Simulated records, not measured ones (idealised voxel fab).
Process module name: voxel transistor to metal
The cross-section shown here is cut; it is 190 nm wide and divided into square cells measuring 5 nm on a side.
If you're reading a cross-section in this doc, picture square cells in a grid; it comes to you as bands, top ones listed first down to the bottom, and a band can be one or more rows of cells.
It is stipulated that each band's entry specify, in nanometres, the height of the top of the band and then that of its bottom, followed by the materials of the band in left-to-right sequence, each together with its width in nanometres. A single material marked by the word "all across" is understood to fill the band from edge to edge; the word "air" is understood to denote empty space.
Height 0 is the level under which the wafer as received is all one material. The lowest band goes on downwards, as in "0 -> down".
With a width like "30 to 40", each row of cells in the band differs from the next by the same amount, the top row carrying the first number and the bottom row the second.
"left unchanged" -> step changed no cross-section cell.
Listed in "Closed voids list": every empty space of 8 or more cells without an open way to the top. Form: width x height at distance, the distance being from the left edge, all in nm.
If you see something after the settings on a step's line, that's the simulator's own remark about that step.
overlay nm: mask right of planned place by this much (step with mask). Neg. = left.

### plan
1 RECEIVE [material Si]
2 OXIDIZE [depth nm 5]
3 CONFORMAL_DEP [material SiN] [thk nm 15]
4 MASKED_ETCH [tone cover] [mask id ACTIVE] [width nm 95] [etch materials SiN] [depth nm 15] [overlay nm 0]
5 MASKED_ETCH [tone cover] [mask id ACTIVE] [width nm 95] [etch materials SiO2] [depth nm 5] [overlay nm 0]
6 MASKED_ETCH [tone cover] [mask id ACTIVE] [width nm 95] [etch materials Si] [depth nm 20] [overlay nm 0]
7 OXIDIZE [depth nm 5]
8 FILL_DEP [material SiO2] [thk nm 5]
9 CMP [height nm 15]
10 SELECTIVE_ETCH [etch materials SiO2] [depth nm 15]
11 STRIP [etch materials SiN]
12 SELECTIVE_ETCH [etch materials SiO2] [depth nm 5]
13 OXIDIZE [depth nm 5]
14 DIRECTIONAL_DEP [material polySi] [thk nm 25]
15 DIRECTIONAL_DEP [material SiCN] [thk nm 15]
16 PATTERN [tone cover] [mask id GATE] [material resist] [width nm 15] [thk nm 15] [overlay nm 0]
17 DIRECTIONAL_ETCH [etch materials SiCN] [depth nm 25]
18 DIRECTIONAL_ETCH [etch materials polySi] [depth nm 35]
19 STRIP [etch materials resist]
20 CONFORMAL_DEP [material SiO2] [thk nm 5]
21 DIRECTIONAL_ETCH [etch materials SiO2] [depth nm 5]
22 CONFORMAL_DEP [material SiN] [thk nm 5]
23 DIRECTIONAL_ETCH [etch materials SiN] [depth nm 5]
24 DIRECTIONAL_ETCH [etch materials SiO2] [depth nm 5]
25 DIRECTIONAL_ETCH [etch materials Si] [depth nm 15]
26 EPI [material SiGe] [thk nm 15]
27 FILL_DEP [material SiO2] [thk nm 5]
28 CMP [height nm 35]
29 DIRECTIONAL_DEP [material SiO2] [thk nm 10]
30 DIRECTIONAL_DEP [material aC] [thk nm 15]
31 PATTERN [tone open] [mask id CONTACT] [material resist] [width nm 25] [pitch nm 50] [thk nm 35] [overlay nm 0]
32 DIRECTIONAL_ETCH [etch materials aC] [depth nm 15]
33 STRIP [etch materials resist]
34 DIRECTIONAL_ETCH [etch materials SiO2] [depth nm 55]
35 STRIP [etch materials aC]
36 CONFORMAL_DEP [material TiN] [thk nm 5]
37 FILL_DEP [material Ru] [thk nm 5]
38 CMP [height nm 45]
39 CONFORMAL_DEP [material SiN] [thk nm 5]
40 DIRECTIONAL_DEP [material lowk] [thk nm 20]
41 PATTERN [tone open] [mask id METAL_1] [material resist] [width nm 15] [pitch nm 60] [thk nm 15] [overlay nm 0]
42 DIRECTIONAL_ETCH [etch materials lowk] [depth nm 20]
43 DIRECTIONAL_ETCH [etch materials SiN] [depth nm 5]
44 STRIP [etch materials resist]
45 CONFORMAL_DEP [material TiN] [thk nm 5]
46 FILL_DEP [material Cu] [thk nm 10]
47 CMP [height nm 70]
48 CONFORMAL_DEP [material SiN] [thk nm 5]

### Below: the first of two wafers, run as planned

### Cross-section: wafer on arrival = after step 1
- 0 -> down = Si all across
- Closed voids list: none

### Take a look at the wafer's cross-section after step 2
- 0 -> -5 = SiO2 all across
- Nothing below the height -5 has changed.

### Take a look at the wafer's cross-section after step 3
- 15 -> 0 = SiN all across
- Nothing below the height 0 has changed.

### Take a look at the wafer's cross-section after step 4
- 15 -> 0 = 45 air, 95 SiN, 50 air
- Nothing below the height 0 has changed.

### Take a look at the wafer's cross-section after step 5
- 15 -> 0 = 45 air, 95 SiN, 50 air
- 0 -> -5 = 45 air, 95 SiO2, 50 air
- Nothing below the height -5 has changed.

### Take a look at the wafer's cross-section after step 6
- 15 -> 0 = 45 air, 95 SiN, 50 air
- 0 -> -5 = 45 air, 95 SiO2, 50 air
- -5 -> -25 = 45 air, 95 Si, 50 air
- Nothing below the height -25 has changed.

### Take a look at the wafer's cross-section after step 7
- 15 -> 0 = 45 air, 95 SiN, 50 air
- 0 -> -5 = 45 air, 95 SiO2, 50 air
- -5 -> -25 = 45 air, 5 SiO2, 85 Si, 5 SiO2, 50 air
- -25 -> -30 = 50 SiO2, 85 Si, 55 SiO2
- Nothing below the height -30 has changed.

### Take a look at the wafer's cross-section after step 8
- 20 -> 15 = SiO2 all across
- 15 -> 0 = 45 SiO2, 95 SiN, 50 SiO2
- 0 -> -5 = SiO2 all across
- -5 -> -30 = 50 SiO2, 85 Si, 55 SiO2
- Nothing below the height -30 has changed.

### Take a look at the wafer's cross-section after step 9
- 15 -> 0 = 45 SiO2, 95 SiN, 50 SiO2
- Nothing below the height 0 has changed.

### Take a look at the wafer's cross-section after step 10
- 15 -> 0 = 45 air, 95 SiN, 50 air
- Nothing below the height 0 has changed.

### Take a look at the wafer's cross-section after step 11
- 0 -> -5 = SiO2 all across
- Nothing below the height -5 has changed.

### Take a look at the wafer's cross-section after step 12
- -5 -> -30 = 50 SiO2, 85 Si, 55 SiO2
- Nothing below the height -30 has changed.

### Take a look at the wafer's cross-section after step 13
- -5 -> -10 = SiO2 all across
- Nothing below the height -10 has changed.

### Take a look at the wafer's cross-section after step 14
- 20 -> -5 = polySi all across
- Nothing below the height -5 has changed.

### Take a look at the wafer's cross-section after step 15
- 35 -> 20 = SiCN all across
- Nothing below the height 20 has changed.

### Take a look at the wafer's cross-section after step 16
- 50 -> 35 = 85 air, 15 resist, 90 air
- Nothing below the height 35 has changed.

### Take a look at the wafer's cross-section after step 17
- 50 -> 35 = 85 air, 15 resist, 90 air
- 35 -> 20 = 85 air, 15 SiCN, 90 air
- Nothing below the height 20 has changed.

### Take a look at the wafer's cross-section after step 18
- 50 -> 35 = 85 air, 15 resist, 90 air
- 35 -> 20 = 85 air, 15 SiCN, 90 air
- 20 -> -5 = 85 air, 15 polySi, 90 air
- Nothing below the height -5 has changed.

### Take a look at the wafer's cross-section after step 19
- 35 -> 20 = 85 air, 15 SiCN, 90 air
- Nothing below the height 20 has changed.

### Take a look at the wafer's cross-section after step 20
- 40 -> 35 = 80 air, 25 SiO2, 85 air
- 35 -> 20 = 80 air, 5 SiO2, 15 SiCN, 5 SiO2, 85 air
- 20 -> 0 = 80 air, 5 SiO2, 15 polySi, 5 SiO2, 85 air
- 0 -> -5 = 85 SiO2, 15 polySi, 90 SiO2
- Nothing below the height -5 has changed.

### Take a look at the wafer's cross-section after step 21
- 35 -> 20 = 80 air, 5 SiO2, 15 SiCN, 5 SiO2, 85 air
- 20 -> -5 = 80 air, 5 SiO2, 15 polySi, 5 SiO2, 85 air
- Nothing below the height -5 has changed.

### Take a look at the wafer's cross-section after step 22
- 40 -> 35 = 75 air, 35 SiN, 80 air
- 35 -> 20 = 75 air, 5 SiN, 5 SiO2, 15 SiCN, 5 SiO2, 5 SiN, 80 air
- 20 -> 0 = 75 air, 5 SiN, 5 SiO2, 15 polySi, 5 SiO2, 5 SiN, 80 air
- 0 -> -5 = 80 SiN, 5 SiO2, 15 polySi, 5 SiO2, 85 SiN
- Nothing below the height -5 has changed.

### Take a look at the wafer's cross-section after step 23
- 35 -> 20 = 75 air, 5 SiN, 5 SiO2, 15 SiCN, 5 SiO2, 5 SiN, 80 air
- 20 -> -5 = 75 air, 5 SiN, 5 SiO2, 15 polySi, 5 SiO2, 5 SiN, 80 air
- Nothing below the height -5 has changed.

### Take a look at the wafer's cross-section after step 24
- 35 -> 30 = 75 air, 5 SiN, 5 air, 15 SiCN, 5 air, 5 SiN, 80 air
- 30 -> 20 = 75 air, 5 SiN, 5 SiO2, 15 SiCN, 5 SiO2, 5 SiN, 80 air
- 20 -> -5 = 75 air, 5 SiN, 5 SiO2, 15 polySi, 5 SiO2, 5 SiN, 80 air
- -5 -> -10 = 75 air, 35 SiO2, 80 air
- Nothing below the height -10 has changed.

### Take a look at the wafer's cross-section after step 25
- 35 -> 30 = 75 air, 5 SiN, 5 air, 15 SiCN, 5 air, 5 SiN, 80 air
- 30 -> 20 = 75 air, 5 SiN, 5 SiO2, 15 SiCN, 5 SiO2, 5 SiN, 80 air
- 20 -> -5 = 75 air, 5 SiN, 5 SiO2, 15 polySi, 5 SiO2, 5 SiN, 80 air
- -5 -> -10 = 75 air, 35 SiO2, 80 air
- -10 -> -25 = 50 SiO2, 25 air, 35 Si, 25 air, 55 SiO2
- Nothing below the height -25 has changed.

### Take a look at the wafer's cross-section after step 26
- 35 -> 30 = 75 air, 5 SiN, 5 air, 15 SiCN, 5 air, 5 SiN, 80 air
- 30 -> 20 = 75 air, 5 SiN, 5 SiO2, 15 SiCN, 5 SiO2, 5 SiN, 80 air
- 20 -> 5 = 75 air, 5 SiN, 5 SiO2, 15 polySi, 5 SiO2, 5 SiN, 80 air
- 5 -> -5 = 60 air, 15 SiGe, 5 SiN, 5 SiO2, 15 polySi, 5 SiO2, 5 SiN, 15 SiGe, 65 air
- -5 -> -10 = 60 air, 15 SiGe, 35 SiO2, 15 SiGe, 65 air
- -10 -> -25 = 50 SiO2, 25 SiGe, 35 Si, 25 SiGe, 55 SiO2
- Nothing below the height -25 has changed.

### Take a look at the wafer's cross-section after step 27
- 40 -> 35 = SiO2 all across
- 35 -> 20 = 75 SiO2, 5 SiN, 5 SiO2, 15 SiCN, 5 SiO2, 5 SiN, 80 SiO2
- 20 -> 5 = 75 SiO2, 5 SiN, 5 SiO2, 15 polySi, 5 SiO2, 5 SiN, 80 SiO2
- 5 -> -5 = 60 SiO2, 15 SiGe, 5 SiN, 5 SiO2, 15 polySi, 5 SiO2, 5 SiN, 15 SiGe, 65 SiO2
- -5 -> -10 = 60 SiO2, 15 SiGe, 35 SiO2, 15 SiGe, 65 SiO2
- Nothing below the height -10 has changed.

### Take a look at the wafer's cross-section after step 28
- 35 -> 20 = 75 SiO2, 5 SiN, 5 SiO2, 15 SiCN, 5 SiO2, 5 SiN, 80 SiO2
- Nothing below the height 20 has changed.

### Take a look at the wafer's cross-section after step 29
- 45 -> 35 = SiO2 all across
- Nothing below the height 35 has changed.

### Take a look at the wafer's cross-section after step 30
- 60 -> 45 = aC all across
- Nothing below the height 45 has changed.

### Take a look at the wafer's cross-section after step 31
- 95 -> 60 = 55 resist, 25 air, 25 resist, 25 air, 60 resist
- Nothing below the height 60 has changed.

### Take a look at the wafer's cross-section after step 32
- 80 -> 60 = 55 resist, 25 air, 25 resist, 25 air, 60 resist
- 60 -> 45 = 55 aC, 25 air, 25 aC, 25 air, 60 aC
- Nothing below the height 45 has changed.

### Take a look at the wafer's cross-section after step 33
- 60 -> 45 = 55 aC, 25 air, 25 aC, 25 air, 60 aC
- Nothing below the height 45 has changed.

### Take a look at the wafer's cross-section after step 34
- 60 -> 45 = 55 aC, 25 air, 25 aC, 25 air, 60 aC
- 45 -> 35 = 55 SiO2, 25 air, 25 SiO2, 25 air, 60 SiO2
- 35 -> 20 = 55 SiO2, 20 air, 5 SiN, 5 SiO2, 15 SiCN, 5 SiO2, 5 SiN, 20 air, 60 SiO2
- 20 -> 5 = 55 SiO2, 20 air, 5 SiN, 5 SiO2, 15 polySi, 5 SiO2, 5 SiN, 20 air, 60 SiO2
- 5 -> -5 = 55 SiO2, 5 air, 15 SiGe, 5 SiN, 5 SiO2, 15 polySi, 5 SiO2, 5 SiN, 15 SiGe, 5 air, 60 SiO2
- -5 -> -10 = 55 SiO2, 5 air, 15 SiGe, 35 SiO2, 15 SiGe, 5 air, 60 SiO2
- Nothing below the height -10 has changed.

### Take a look at the wafer's cross-section after step 35
- 45 -> 35 = 55 SiO2, 25 air, 25 SiO2, 25 air, 60 SiO2
- Nothing below the height 35 has changed.

### Take a look at the wafer's cross-section after step 36
- 50 -> 45 = 60 TiN, 15 air, 35 TiN, 15 air, 65 TiN
- 45 -> 35 = 55 SiO2, 5 TiN, 15 to 10 air, 5 to 10 TiN, 25 SiO2, 5 to 10 TiN, 15 to 10 air, 5 TiN, 60 SiO2
- 35 -> 20 = 55 SiO2, 5 TiN, 10 air, 5 TiN, 5 SiN, 5 SiO2, 15 SiCN, 5 SiO2, 5 SiN, 5 TiN, 10 air, 5 TiN, 60 SiO2
- 20 -> 10 = 55 SiO2, 5 TiN, 10 air, 5 TiN, 5 SiN, 5 SiO2, 15 polySi, 5 SiO2, 5 SiN, 5 TiN, 10 air, 5 TiN, 60 SiO2
- 10 -> 5 = 55 SiO2, 20 TiN, 5 SiN, 5 SiO2, 15 polySi, 5 SiO2, 5 SiN, 20 TiN, 60 SiO2
- 5 -> -5 = 55 SiO2, 5 TiN, 15 SiGe, 5 SiN, 5 SiO2, 15 polySi, 5 SiO2, 5 SiN, 15 SiGe, 5 TiN, 60 SiO2
- -5 -> -10 = 55 SiO2, 5 TiN, 15 SiGe, 35 SiO2, 15 SiGe, 5 TiN, 60 SiO2
- Nothing below the height -10 has changed.

### Take a look at the wafer's cross-section after step 37
- 55 -> 50 = Ru all across
- 50 -> 45 = 60 TiN, 15 Ru, 35 TiN, 15 Ru, 65 TiN
- 45 -> 35 = 55 SiO2, 5 TiN, 15 to 10 Ru, 5 to 10 TiN, 25 SiO2, 5 to 10 TiN, 15 to 10 Ru, 5 TiN, 60 SiO2
- 35 -> 20 = 55 SiO2, 5 TiN, 10 Ru, 5 TiN, 5 SiN, 5 SiO2, 15 SiCN, 5 SiO2, 5 SiN, 5 TiN, 10 Ru, 5 TiN, 60 SiO2
- 20 -> 10 = 55 SiO2, 5 TiN, 10 Ru, 5 TiN, 5 SiN, 5 SiO2, 15 polySi, 5 SiO2, 5 SiN, 5 TiN, 10 Ru, 5 TiN, 60 SiO2
- Nothing below the height 10 has changed.

### Take a look at the wafer's cross-section after step 38
- 45 -> 35 = 55 SiO2, 5 TiN, 15 to 10 Ru, 5 to 10 TiN, 25 SiO2, 5 to 10 TiN, 15 to 10 Ru, 5 TiN, 60 SiO2
- Nothing below the height 35 has changed.

### Take a look at the wafer's cross-section after step 39
- 50 -> 45 = SiN all across
- Nothing below the height 45 has changed.

### Take a look at the wafer's cross-section after step 40
- 70 -> 50 = lowk all across
- Nothing below the height 50 has changed.

### Take a look at the wafer's cross-section after step 41
- 85 -> 70 = 55 resist, 15 air, 45 resist, 15 air, 60 resist
- Nothing below the height 70 has changed.

### Take a look at the wafer's cross-section after step 42
- 85 -> 70 = 55 resist, 15 air, 45 resist, 15 air, 60 resist
- 70 -> 50 = 55 lowk, 15 air, 45 lowk, 15 air, 60 lowk
- Nothing below the height 50 has changed.

### Take a look at the wafer's cross-section after step 43
- 85 -> 70 = 55 resist, 15 air, 45 resist, 15 air, 60 resist
- 70 -> 50 = 55 lowk, 15 air, 45 lowk, 15 air, 60 lowk
- 50 -> 45 = 55 SiN, 15 air, 45 SiN, 15 air, 60 SiN
- Nothing below the height 45 has changed.

### Take a look at the wafer's cross-section after step 44
- 70 -> 50 = 55 lowk, 15 air, 45 lowk, 15 air, 60 lowk
- Nothing below the height 50 has changed.

### Take a look at the wafer's cross-section after step 45
- 75 -> 70 = 60 TiN, 5 air, 55 TiN, 5 air, 65 TiN
- 70 -> 50 = 55 lowk, 5 TiN, 5 air, 5 TiN, 45 lowk, 5 TiN, 5 air, 5 TiN, 60 lowk
- 50 -> 45 = 55 SiN, 15 TiN, 45 SiN, 15 TiN, 60 SiN
- Nothing below the height 45 has changed.

### Take a look at the wafer's cross-section after step 46
- 85 -> 75 = Cu all across
- 75 -> 70 = 60 TiN, 5 Cu, 55 TiN, 5 Cu, 65 TiN
- 70 -> 50 = 55 lowk, 5 TiN, 5 Cu, 5 TiN, 45 lowk, 5 TiN, 5 Cu, 5 TiN, 60 lowk
- Nothing below the height 50 has changed.

### Take a look at the wafer's cross-section after step 47
- 70 -> 50 = 55 lowk, 5 TiN, 5 Cu, 5 TiN, 45 lowk, 5 TiN, 5 Cu, 5 TiN, 60 lowk
- Nothing below the height 50 has changed.

### Take a look at the wafer's cross-section after step 48
- 75 -> 70 = SiN all across
- Nothing below the height 70 has changed.

### Now the other wafer: same start, same recipe, but we messed up one thing when running it. Up to and including step 10 it's the same as the first one

### At the planned end of step 11, the second wafer in cross-section
- 15 -> 0 = 45 air, 95 SiN, 50 air
- 0 -> -5 = 50 air, 85 SiO2, 55 air
- Nothing below the height -5 has changed.

### At the planned end of step 12, the second wafer in cross-section
- 0 -> -5 = 50 air, 85 SiO2, 55 air
- Nothing below the height -5 has changed.

At the planned end of step 13, the second wafer in cross-section: left unchanged

### At the planned end of step 14, the second wafer in cross-section
- 25 -> 20 = 50 air, 85 polySi, 55 air
- 20 -> 0 = polySi all across
- 0 -> -5 = 50 polySi, 85 SiO2, 55 polySi
- Nothing below the height -5 has changed.

### At the planned end of step 15, the second wafer in cross-section
- 40 -> 35 = 50 air, 85 SiCN, 55 air
- 35 -> 25 = SiCN all across
- 25 -> 20 = 50 SiCN, 85 polySi, 55 SiCN
- Nothing below the height 20 has changed.

### At the planned end of step 16, the second wafer in cross-section
- 55 -> 40 = 85 air, 15 resist, 90 air
- Nothing below the height 40 has changed.

### At the planned end of step 17, the second wafer in cross-section
- 55 -> 40 = 85 air, 15 resist, 90 air
- 40 -> 25 = 85 air, 15 SiCN, 90 air
- 25 -> 20 = 50 air, 85 polySi, 55 air
- Nothing below the height 20 has changed.

### At the planned end of step 18, the second wafer in cross-section
- 55 -> 40 = 85 air, 15 resist, 90 air
- 40 -> 25 = 85 air, 15 SiCN, 90 air
- 25 -> 0 = 85 air, 15 polySi, 90 air
- 0 -> -5 = 50 air, 85 SiO2, 55 air
- Nothing below the height -5 has changed.

### At the planned end of step 19, the second wafer in cross-section
- 40 -> 25 = 85 air, 15 SiCN, 90 air
- Nothing below the height 25 has changed.

### At the planned end of step 20, the second wafer in cross-section
- 45 -> 40 = 80 air, 25 SiO2, 85 air
- 40 -> 25 = 80 air, 5 SiO2, 15 SiCN, 5 SiO2, 85 air
- 25 -> 5 = 80 air, 5 SiO2, 15 polySi, 5 SiO2, 85 air
- 5 -> 0 = 45 air, 40 SiO2, 15 polySi, 40 SiO2, 50 air
- 0 -> -5 = SiO2 all across
- Nothing below the height -5 has changed.

### At the planned end of step 21, the second wafer in cross-section
- 40 -> 25 = 80 air, 5 SiO2, 15 SiCN, 5 SiO2, 85 air
- 25 -> 0 = 80 air, 5 SiO2, 15 polySi, 5 SiO2, 85 air
- 0 -> -5 = 45 air, 95 SiO2, 50 air
- Nothing below the height -5 has changed.

### At the planned end of step 22, the second wafer in cross-section
- 45 -> 40 = 75 air, 35 SiN, 80 air
- 40 -> 25 = 75 air, 5 SiN, 5 SiO2, 15 SiCN, 5 SiO2, 5 SiN, 80 air
- 25 -> 5 = 75 air, 5 SiN, 5 SiO2, 15 polySi, 5 SiO2, 5 SiN, 80 air
- 5 -> 0 = 40 air, 40 SiN, 5 SiO2, 15 polySi, 5 SiO2, 40 SiN, 45 air
- 0 -> -5 = 45 SiN, 95 SiO2, 50 SiN
- Nothing below the height -5 has changed.

### At the planned end of step 23, the second wafer in cross-section
- 40 -> 25 = 75 air, 5 SiN, 5 SiO2, 15 SiCN, 5 SiO2, 5 SiN, 80 air
- 25 -> 0 = 75 air, 5 SiN, 5 SiO2, 15 polySi, 5 SiO2, 5 SiN, 80 air
- 0 -> -5 = 40 air, 5 SiN, 95 SiO2, 5 SiN, 45 air
- Nothing below the height -5 has changed.

### At the planned end of step 24, the second wafer in cross-section
- 40 -> 35 = 75 air, 5 SiN, 5 air, 15 SiCN, 5 air, 5 SiN, 80 air
- 35 -> 25 = 75 air, 5 SiN, 5 SiO2, 15 SiCN, 5 SiO2, 5 SiN, 80 air
- 25 -> 0 = 75 air, 5 SiN, 5 SiO2, 15 polySi, 5 SiO2, 5 SiN, 80 air
- 0 -> -5 = 40 air, 5 SiN, 30 air, 35 SiO2, 30 air, 5 SiN, 45 air
- -5 -> -10 = 40 air, 10 SiO2, 85 Si, 10 SiO2, 45 air
- Nothing below the height -10 has changed.

### At the planned end of step 25, the second wafer in cross-section
- 40 -> 35 = 75 air, 5 SiN, 5 air, 15 SiCN, 5 air, 5 SiN, 80 air
- 35 -> 25 = 75 air, 5 SiN, 5 SiO2, 15 SiCN, 5 SiO2, 5 SiN, 80 air
- 25 -> 0 = 75 air, 5 SiN, 5 SiO2, 15 polySi, 5 SiO2, 5 SiN, 80 air
- 0 -> -5 = 40 air, 5 SiN, 30 air, 35 SiO2, 30 air, 5 SiN, 45 air
- -5 -> -10 = 40 air, 10 SiO2, 25 air, 35 Si, 25 air, 10 SiO2, 45 air
- -10 -> -20 = 50 SiO2, 25 air, 35 Si, 25 air, 55 SiO2
- Nothing below the height -20 has changed.

### At the planned end of step 26, the second wafer in cross-section
- 40 -> 35 = 75 air, 5 SiN, 5 air, 15 SiCN, 5 air, 5 SiN, 80 air
- 35 -> 25 = 75 air, 5 SiN, 5 SiO2, 15 SiCN, 5 SiO2, 5 SiN, 80 air
- 25 -> 10 = 75 air, 5 SiN, 5 SiO2, 15 polySi, 5 SiO2, 5 SiN, 80 air
- 10 -> 0 = 60 air, 15 SiGe, 5 SiN, 5 SiO2, 15 polySi, 5 SiO2, 5 SiN, 15 SiGe, 65 air
- 0 -> -5 = 40 air, 5 SiN, 15 air, 15 SiGe, 35 SiO2, 15 SiGe, 15 air, 5 SiN, 45 air
- -5 -> -10 = 40 air, 10 SiO2, 25 SiGe, 35 Si, 25 SiGe, 10 SiO2, 45 air
- -10 -> -20 = 50 SiO2, 25 SiGe, 35 Si, 25 SiGe, 55 SiO2
- Nothing below the height -20 has changed.

### At the planned end of step 27, the second wafer in cross-section
- 45 -> 40 = SiO2 all across
- 40 -> 25 = 75 SiO2, 5 SiN, 5 SiO2, 15 SiCN, 5 SiO2, 5 SiN, 80 SiO2
- 25 -> 10 = 75 SiO2, 5 SiN, 5 SiO2, 15 polySi, 5 SiO2, 5 SiN, 80 SiO2
- 10 -> 0 = 60 SiO2, 15 SiGe, 5 SiN, 5 SiO2, 15 polySi, 5 SiO2, 5 SiN, 15 SiGe, 65 SiO2
- 0 -> -5 = 40 SiO2, 5 SiN, 15 SiO2, 15 SiGe, 35 SiO2, 15 SiGe, 15 SiO2, 5 SiN, 45 SiO2
- -5 -> -20 = 50 SiO2, 25 SiGe, 35 Si, 25 SiGe, 55 SiO2
- Nothing below the height -20 has changed.

### At the planned end of step 28, the second wafer in cross-section
- 35 -> 25 = 75 SiO2, 5 SiN, 5 SiO2, 15 SiCN, 5 SiO2, 5 SiN, 80 SiO2
- Nothing below the height 25 has changed.

### At the planned end of step 29, the second wafer in cross-section
- 45 -> 35 = SiO2 all across
- Nothing below the height 35 has changed.

### At the planned end of step 30, the second wafer in cross-section
- 60 -> 45 = aC all across
- Nothing below the height 45 has changed.

### At the planned end of step 31, the second wafer in cross-section
- 95 -> 60 = 55 resist, 25 air, 25 resist, 25 air, 60 resist
- Nothing below the height 60 has changed.

### At the planned end of step 32, the second wafer in cross-section
- 80 -> 60 = 55 resist, 25 air, 25 resist, 25 air, 60 resist
- 60 -> 45 = 55 aC, 25 air, 25 aC, 25 air, 60 aC
- Nothing below the height 45 has changed.

### At the planned end of step 33, the second wafer in cross-section
- 60 -> 45 = 55 aC, 25 air, 25 aC, 25 air, 60 aC
- Nothing below the height 45 has changed.

### At the planned end of step 34, the second wafer in cross-section
- 60 -> 45 = 55 aC, 25 air, 25 aC, 25 air, 60 aC
- 45 -> 35 = 55 SiO2, 25 air, 25 SiO2, 25 air, 60 SiO2
- 35 -> 25 = 55 SiO2, 20 air, 5 SiN, 5 SiO2, 15 SiCN, 5 SiO2, 5 SiN, 20 air, 60 SiO2
- 25 -> 10 = 55 SiO2, 20 air, 5 SiN, 5 SiO2, 15 polySi, 5 SiO2, 5 SiN, 20 air, 60 SiO2
- 10 -> 0 = 55 SiO2, 5 air, 15 SiGe, 5 SiN, 5 SiO2, 15 polySi, 5 SiO2, 5 SiN, 15 SiGe, 5 air, 60 SiO2
- 0 -> -5 = 40 SiO2, 5 SiN, 10 SiO2, 5 air, 15 SiGe, 35 SiO2, 15 SiGe, 5 air, 10 SiO2, 5 SiN, 45 SiO2
- Nothing below the height -5 has changed.

### At the planned end of step 35, the second wafer in cross-section
- 45 -> 35 = 55 SiO2, 25 air, 25 SiO2, 25 air, 60 SiO2
- Nothing below the height 35 has changed.

### At the planned end of step 36, the second wafer in cross-section
- 50 -> 45 = 60 TiN, 15 air, 35 TiN, 15 air, 65 TiN
- 45 -> 35 = 55 SiO2, 5 TiN, 15 to 10 air, 5 to 10 TiN, 25 SiO2, 5 to 10 TiN, 15 to 10 air, 5 TiN, 60 SiO2
- 35 -> 25 = 55 SiO2, 5 TiN, 10 air, 5 TiN, 5 SiN, 5 SiO2, 15 SiCN, 5 SiO2, 5 SiN, 5 TiN, 10 air, 5 TiN, 60 SiO2
- 25 -> 15 = 55 SiO2, 5 TiN, 10 air, 5 TiN, 5 SiN, 5 SiO2, 15 polySi, 5 SiO2, 5 SiN, 5 TiN, 10 air, 5 TiN, 60 SiO2
- 15 -> 10 = 55 SiO2, 20 TiN, 5 SiN, 5 SiO2, 15 polySi, 5 SiO2, 5 SiN, 20 TiN, 60 SiO2
- 10 -> 0 = 55 SiO2, 5 TiN, 15 SiGe, 5 SiN, 5 SiO2, 15 polySi, 5 SiO2, 5 SiN, 15 SiGe, 5 TiN, 60 SiO2
- 0 -> -5 = 40 SiO2, 5 SiN, 10 SiO2, 5 TiN, 15 SiGe, 35 SiO2, 15 SiGe, 5 TiN, 10 SiO2, 5 SiN, 45 SiO2
- Nothing below the height -5 has changed.

### At the planned end of step 37, the second wafer in cross-section
- 55 -> 50 = Ru all across
- 50 -> 45 = 60 TiN, 15 Ru, 35 TiN, 15 Ru, 65 TiN
- 45 -> 35 = 55 SiO2, 5 TiN, 15 to 10 Ru, 5 to 10 TiN, 25 SiO2, 5 to 10 TiN, 15 to 10 Ru, 5 TiN, 60 SiO2
- 35 -> 25 = 55 SiO2, 5 TiN, 10 Ru, 5 TiN, 5 SiN, 5 SiO2, 15 SiCN, 5 SiO2, 5 SiN, 5 TiN, 10 Ru, 5 TiN, 60 SiO2
- 25 -> 15 = 55 SiO2, 5 TiN, 10 Ru, 5 TiN, 5 SiN, 5 SiO2, 15 polySi, 5 SiO2, 5 SiN, 5 TiN, 10 Ru, 5 TiN, 60 SiO2
- Nothing below the height 15 has changed.

### At the planned end of step 38, the second wafer in cross-section
- 45 -> 35 = 55 SiO2, 5 TiN, 15 to 10 Ru, 5 to 10 TiN, 25 SiO2, 5 to 10 TiN, 15 to 10 Ru, 5 TiN, 60 SiO2
- Nothing below the height 35 has changed.

### At the planned end of step 39, the second wafer in cross-section
- 50 -> 45 = SiN all across
- Nothing below the height 45 has changed.

### At the planned end of step 40, the second wafer in cross-section
- 70 -> 50 = lowk all across
- Nothing below the height 50 has changed.

### At the planned end of step 41, the second wafer in cross-section
- 85 -> 70 = 55 resist, 15 air, 45 resist, 15 air, 60 resist
- Nothing below the height 70 has changed.

### At the planned end of step 42, the second wafer in cross-section
- 85 -> 70 = 55 resist, 15 air, 45 resist, 15 air, 60 resist
- 70 -> 50 = 55 lowk, 15 air, 45 lowk, 15 air, 60 lowk
- Nothing below the height 50 has changed.

### At the planned end of step 43, the second wafer in cross-section
- 85 -> 70 = 55 resist, 15 air, 45 resist, 15 air, 60 resist
- 70 -> 50 = 55 lowk, 15 air, 45 lowk, 15 air, 60 lowk
- 50 -> 45 = 55 SiN, 15 air, 45 SiN, 15 air, 60 SiN
- Nothing below the height 45 has changed.

### At the planned end of step 44, the second wafer in cross-section
- 70 -> 50 = 55 lowk, 15 air, 45 lowk, 15 air, 60 lowk
- Nothing below the height 50 has changed.

### At the planned end of step 45, the second wafer in cross-section
- 75 -> 70 = 60 TiN, 5 air, 55 TiN, 5 air, 65 TiN
- 70 -> 50 = 55 lowk, 5 TiN, 5 air, 5 TiN, 45 lowk, 5 TiN, 5 air, 5 TiN, 60 lowk
- 50 -> 45 = 55 SiN, 15 TiN, 45 SiN, 15 TiN, 60 SiN
- Nothing below the height 45 has changed.

### At the planned end of step 46, the second wafer in cross-section
- 85 -> 75 = Cu all across
- 75 -> 70 = 60 TiN, 5 Cu, 55 TiN, 5 Cu, 65 TiN
- 70 -> 50 = 55 lowk, 5 TiN, 5 Cu, 5 TiN, 45 lowk, 5 TiN, 5 Cu, 5 TiN, 60 lowk
- Nothing below the height 50 has changed.

### At the planned end of step 47, the second wafer in cross-section
- 70 -> 50 = 55 lowk, 5 TiN, 5 Cu, 5 TiN, 45 lowk, 5 TiN, 5 Cu, 5 TiN, 60 lowk
- Nothing below the height 50 has changed.

### At the planned end of step 48, the second wafer in cross-section
- 75 -> 70 = SiN all across
- Nothing below the height 70 has changed.
Which mistake was made when the wafer was run? deviation from plan: step 12 and step 11 executed in one another's positions
at the end the second wafer has, in cells: Ru -4, Si +17, SiCN -3, SiO2 -6, TiN -4
